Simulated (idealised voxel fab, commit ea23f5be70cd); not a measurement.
Proc. module: voxel capacitor over wiring
It is cross-section cut that appears here, measuring 215 nm in width, its square cells being 5 nm in size.
Cross-section format: a grid of square cells, given as bands from top to bottom; each band is one or more rows of cells. A band entry consists of two parts. The first gives the height of the band's top and the height of its bottom, in nm. The rest lists the band's materials from left to right, each with its width in nm. A single material labelled with the word "everywhere" fills the band from edge to edge, and the word "empty" marks empty space. Beneath 0, the wafer as received is one material, and that level is where height counting begins. The lowest band goes on downward without a bottom; it is written like "top 0, no bottom". Per-row width for "30..40": begins at first number (top row of band), ends at second number (bottom row), increment between rows held constant. "nothing got changed" -> step changed no cross-section cell. "Enclosed void entries" contains a list of empty spaces, each no smaller than 8 cells and without an open way to the top, written in the form width x height at distance with the distance from the left edge and all three in nm. after a step's settings: what the simulator itself notes on the step. overlay nm: mask offset rightward from planned place, masked step; negative means leftward offset.
Process steps (planned)
1,RECEIVE: material Si
2,CONFORMAL_DEP: material SiO2, thk nm 15
3,CONFORMAL_DEP: material SiCN, thk nm 5
4,DIRECTIONAL_DEP: material SiO2, thk nm 20
5,DIRECTIONAL_DEP: material aC, thk nm 15
6,PATTERN: tone open, mask id METAL_1, material resist, width nm 20, pitch nm 75, thk nm 30, overlay nm 0
7,DIRECTIONAL_ETCH: etch materials aC, depth nm 15
8,STRIP: etch materials resist
9,DIRECTIONAL_ETCH: etch materials SiO2, depth nm 20
10,DIRECTIONAL_ETCH: etch materials SiCN, depth nm 5
11,STRIP: etch materials aC
12,CONFORMAL_DEP: material TiN, thk nm 5
13,FILL_DEP: material W, thk nm 10
14,CMP: height nm 40
15,EPI: material Ru, thk nm 5
16,FILL_DEP: material SiCN, thk nm 5
17,DIRECTIONAL_DEP: material SiO2, thk nm 10
18,MASKED_ETCH: tone open, mask id PLUG_1, width nm 15, etch materials SiO2, depth nm 10, overlay nm 0
19,MASKED_ETCH: tone open, mask id PLUG_1, width nm 15, etch materials SiCN, depth nm 5, overlay nm 0
20,EPI: material Ru, thk nm 10
21,EPI: material Ru, thk nm 5
22,DIRECTIONAL_DEP: material TiN, thk nm 10
23,DIRECTIONAL_DEP: material Al2O3, thk nm 5
24,DIRECTIONAL_DEP: material TiN, thk nm 5
25,MASKED_ETCH: tone cover, mask id UPPER_PLATE, width nm 60, etch materials TiN, depth nm 5, overlay nm 0
26,MASKED_ETCH: tone cover, mask id UPPER_PLATE, width nm 60, etch materials Al2O3, depth nm 5, overlay nm 0
27,PATTERN: tone cover, mask id LOWER_PLATE, material resist, width nm 70, thk nm 20, overlay nm 0
28,DIRECTIONAL_ETCH: etch materials TiN, depth nm 10
29,STRIP: etch materials resist
30,FILL_DEP: material SiO2, thk nm 20
31,CMP: height nm 95
32,MASKED_ETCH: tone open, mask id PLUG_2, width nm 15, etch materials SiO2, depth nm 15, overlay nm 0
33,CONFORMAL_DEP: material TiN, thk nm 5
34,FILL_DEP: material Ru, thk nm 5
35,CMP: height nm 95
36,CONFORMAL_DEP: material SiCN, thk nm 5
The cross-section here shows the wafer as received, i.e. in its state after step 1
  top 0, no bottom  Si everywhere
  Enclosed void entries: none
Module complete - cross-section of the first of two wafers, run according to plan
  top 100, bottom 95  SiCN everywhere
  top 95, bottom 85  75 of SiO2, then 5 of TiN, then 5 of Ru, then 5 of TiN, then 125 of SiO2
  top 85, bottom 75  75..65 of SiO2, then 15..60 of TiN, then 125..90 of SiO2
  top 75, bottom 70  65 of SiO2, then 60 of Al2O3, then 90 of SiO2
  top 70, bottom 60  60 of SiO2, then 70 of TiN, then 85 of SiO2
  top 60, bottom 50  65 of SiO2, then 15 of Ru, then 135 of SiO2
  top 50, bottom 45  65 of SiCN, then 15 of Ru, then 135 of SiCN
  top 45, bottom 40  55 of SiCN, then 30 of Ru, then 45 of SiCN, then 30 of Ru, then 55 of SiCN
  top 40, bottom 20  60 of SiO2, then 5 of TiN, then 10 of W, then 5 of TiN, then 55 of SiO2, then 5 of TiN, then 10 of W, then 5 of TiN, then 60 of SiO2
  top 20, bottom 15  60 of SiCN, then 20 of TiN, then 55 of SiCN, then 20 of TiN, then 60 of SiCN
  top 15, bottom 0  SiO2 everywhere
  top 0, no bottom  Si everywhere
  Enclosed void entries: none
Second wafer through the module, sectioned at the end: same beginning and same plan as the first wafer, with one mistake in carrying it out
  top 100, bottom 95  SiCN everywhere
  top 95, bottom 85  75 of SiO2, then 5 of TiN, then 5 of Ru, then 5 of TiN, then 125 of SiO2
  top 85, bottom 75  75..65 of SiO2, then 15..60 of TiN, then 125..90 of SiO2
  top 75, bottom 70  65 of SiO2, then 60 of Al2O3, then 90 of SiO2
  top 70, bottom 60  60 of SiO2, then 70 of TiN, then 85 of SiO2
  top 60, bottom 50  65 of SiO2, then 15 of Ru, then 135 of SiO2
  top 50, bottom 45  65 of SiCN, then 15 of Ru, then 135 of SiCN
  top 45, bottom 40  60 of SiCN, then 25 of Ru, then 50 of SiCN, then 25 of Ru, then 55 of SiCN
  top 40, bottom 20  65 of SiO2, then 5 of TiN, then 5 of W, then 5 of TiN, then 60 of SiO2, then 5 of TiN, then 5 of W, then 5 of TiN, then 60 of SiO2
  top 20, bottom 15  65 of SiCN, then 15 of TiN, then 60 of SiCN, then 15 of TiN, then 60 of SiCN
  top 15, bottom 0  SiO2 everywhere
  top 0, no bottom  Si everywhere
  Enclosed void entries: none
Which mistake was made when the wafer was run? step 6 was run on a setting that differed from the plan, and what really ran there is PATTERN: tone open, mask id METAL_1, material resist, width nm 15, pitch nm 75, thk nm 30, overlay nm 0
Final difference in cells, second wafer against first, listed per material as more or fewer: -2 Ru, +4 SiCN, +8 SiO2, -2 TiN, -8 W
